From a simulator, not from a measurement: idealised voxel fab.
process module | voxel transistor to metal
The cross-section shown here is cut; it is 200 nm wide and divided into square cells measuring 5 nm on a side.
Cross-section = grid of square cells, listed top down in bands; band = one or more rows.
What a band's entry tells you: where the top is and where the bottom is, as heights in nm, and after that what lies inside, material by material from left to right, each with its width in nm. Empty space is written as the word "empty", and a single material marked with the word "full width" occupies the band from edge to edge.
The reference from which all heights are counted is 0, the level beneath which the as-received wafer is entirely one material; the lowest band, having no lower bound, proceeds downward and is written after the example "0 -> down".
A width given as "30->40" starts at the first number in the band's top row and ends at the second number in its bottom row, shifting by an equal amount at every step from row to row.
Basically "changes: none" means that step didn't change any cell in the cross-section.
What "Closed void table" gives you is every empty space of 8 cells or more that is cut off from the top. Each appears as width x height at distance, with the distance taken from the left edge and width, height and distance all in nm.
Text after the settings on a step's line: the simulator's own remark on that step.
overlay nm: right-of-plan distance of the mask on a masked step; negative values mean left-of-plan.
# Here's what the planned process steps look like
- 1: RECEIVE (material Si)
- 2: CONFORMAL_DEP (material SiO2; thk nm 5)
- 3: CONFORMAL_DEP (material SiN; thk nm 15)
- 4: PATTERN (tone cover; mask id ACTIVE; material resist; width nm 105; thk nm 15; overlay nm 0)
- 5: DIRECTIONAL_ETCH (etch materials SiN; depth nm 15)
- 6: DIRECTIONAL_ETCH (etch materials SiO2; depth nm 5)
- 7: DIRECTIONAL_ETCH (etch materials Si; depth nm 35)
- 8: STRIP (etch materials resist)
- 9: OXIDIZE (depth nm 5)
- 10: FILL_DEP (material SiO2; thk nm 5)
- 11: CMP (height nm 20)
- 12: SELECTIVE_ETCH (etch materials SiO2; depth nm 15)
- 13: STRIP (etch materials SiN)
- 14: SELECTIVE_ETCH (etch materials SiO2; depth nm 5)
- 15: OXIDIZE (depth nm 5)
- 16: DIRECTIONAL_DEP (material polySi; thk nm 30)
- 17: DIRECTIONAL_DEP (material SiCN; thk nm 15)
- 18: DIRECTIONAL_DEP (material aC; thk nm 15)
- 19: PATTERN (tone cover; mask id GATE; material resist; width nm 15; thk nm 30; overlay nm 0)
- 20: DIRECTIONAL_ETCH (etch materials aC; depth nm 15)
- 21: STRIP (etch materials resist)
- 22: DIRECTIONAL_ETCH (etch materials SiCN; depth nm 25)
- 23: DIRECTIONAL_ETCH (etch materials polySi; depth nm 40)
- 24: STRIP (etch materials aC)
- 25: CONFORMAL_DEP (material SiN; thk nm 10)
- 26: DIRECTIONAL_ETCH (etch materials SiN; depth nm 10)
- 27: DIRECTIONAL_ETCH (etch materials SiO2; depth nm 5)
- 28: DIRECTIONAL_ETCH (etch materials Si; depth nm 10)
- 29: EPI (material pSi; thk nm 15)
- 30: FILL_DEP (material SiO2; thk nm 5)
- 31: CMP (height nm 45)
- 32: DIRECTIONAL_DEP (material SiO2; thk nm 10)
- 33: MASKED_ETCH (tone open; mask id CONTACT; width nm 20; pitch nm 75; etch materials SiO2; depth nm 55; overlay nm 0)
- 34: CONFORMAL_DEP (material TiN; thk nm 5)
- 35: FILL_DEP (material Ru; thk nm 10)
- 36: CMP (height nm 55)
- 37: CONFORMAL_DEP (material SiCN; thk nm 5)
- 38: DIRECTIONAL_DEP (material SiO2; thk nm 20)
- 39: MASKED_ETCH (tone open; mask id METAL_1; width nm 20; pitch nm 75; etch materials SiO2; depth nm 20; overlay nm 0)
- 40: MASKED_ETCH (tone open; mask id METAL_1; width nm 20; pitch nm 75; etch materials SiCN; depth nm 5; overlay nm 0)
- 41: CONFORMAL_DEP (material TiN; thk nm 5)
- 42: FILL_DEP (material Cu; thk nm 5)
- 43: CMP (height nm 80)
- 44: CONFORMAL_DEP (material SiCN; thk nm 5)
- 45: DIRECTIONAL_DEP (material lowk; thk nm 35)
- 46: PATTERN (tone open; mask id METAL_2; material resist; width nm 20; pitch nm 75; thk nm 15; overlay nm 0)
- 47: DIRECTIONAL_ETCH (etch materials lowk; depth nm 20)
- 48: STRIP (etch materials resist)
- 49: MASKED_ETCH (tone open; mask id METAL_2_HOLES; width nm 15; pitch nm 75; etch materials lowk; depth nm 15; overlay nm 0)
- 50: MASKED_ETCH (tone open; mask id METAL_2_HOLES; width nm 15; pitch nm 75; etch materials SiCN; depth nm 5; overlay nm 0)
- 51: CONFORMAL_DEP (material TiN; thk nm 5)
- 52: FILL_DEP (material Ru; thk nm 5)
- 53: CMP (height nm 120)
- 54: CONFORMAL_DEP (material SiN; thk nm 5)
# So this is the incoming wafer in cross-section - it's already been through step 1
- 0 -> down | Si full width
- Closed void table: none
# Cross-section, end of module. Start: as above. Plan: as above. Execution: one mistake
- 125 -> 120 | SiN full width
- 120 -> 105 | lowk 50 / TiN 5 / Ru 10 / TiN 5 / lowk 55 / TiN 5 / Ru 10 / TiN 5 / lowk 55
- 105 -> 100 | lowk 50 / TiN 5 / Ru 5 / TiN 10 / lowk 55 / TiN 5 / Ru 5 / TiN 10 / lowk 55
- 100 -> 85 | lowk 50 / TiN 5 / Ru 5 / TiN 5 / lowk 60 / TiN 5 / Ru 5 / TiN 5 / lowk 60
- 85 -> 80 | SiCN 50 / TiN 15 / SiCN 60 / TiN 15 / SiCN 60
- 80 -> 60 | SiO2 50 / TiN 5 / Cu 10 / TiN 5 / SiO2 55 / TiN 5 / Cu 10 / TiN 5 / SiO2 55
- 60 -> 55 | SiCN 50 / TiN 20 / SiCN 55 / TiN 20 / SiCN 55
- 55 -> 45 | SiO2 50 / TiN 5 / Ru 10 / TiN 5 / SiO2 55 / TiN 5 / Ru 10 / TiN 5 / SiO2 55
- 45 -> 30 | SiO2 50 / TiN 5 / Ru 10 / TiN 5 / SiO2 10 / SiN 10 / SiCN 15 / SiN 10 / SiO2 10 / TiN 5 / Ru 10 / TiN 5 / SiO2 55
- 30 -> 20 | SiO2 50 / TiN 5 / Ru 10 / TiN 5 / SiO2 10 / SiN 10 / polySi 15 / SiN 10 / SiO2 10 / TiN 5 / Ru 10 / TiN 5 / SiO2 55
- 20 -> 15 | SiO2 50 / TiN 20 / SiO2 10 / SiN 10 / polySi 15 / SiN 10 / SiO2 10 / TiN 20 / SiO2 55
- 15 -> 5 | SiO2 50 / TiN 10 / pSi 20 / SiN 10 / polySi 15 / SiN 10 / pSi 20 / TiN 10 / SiO2 55
- 5 -> 0 | SiO2 40 / pSi 40 / SiN 10 / polySi 15 / SiN 10 / pSi 40 / SiO2 45
- 0 -> -5 | SiO2 40 / pSi 40 / SiO2 35 / pSi 40 / SiO2 45
- -5 -> -15 | SiO2 50 / pSi 30 / Si 35 / pSi 30 / SiO2 55
- -15 -> -40 | SiO2 50 / Si 95 / SiO2 55
- -40 -> down | Si full width
- Closed void table: none
Deviation noted in wafer processing: note that step 29 departed from the planned setting and was carried out as EPI (material pSi; thk nm 20)
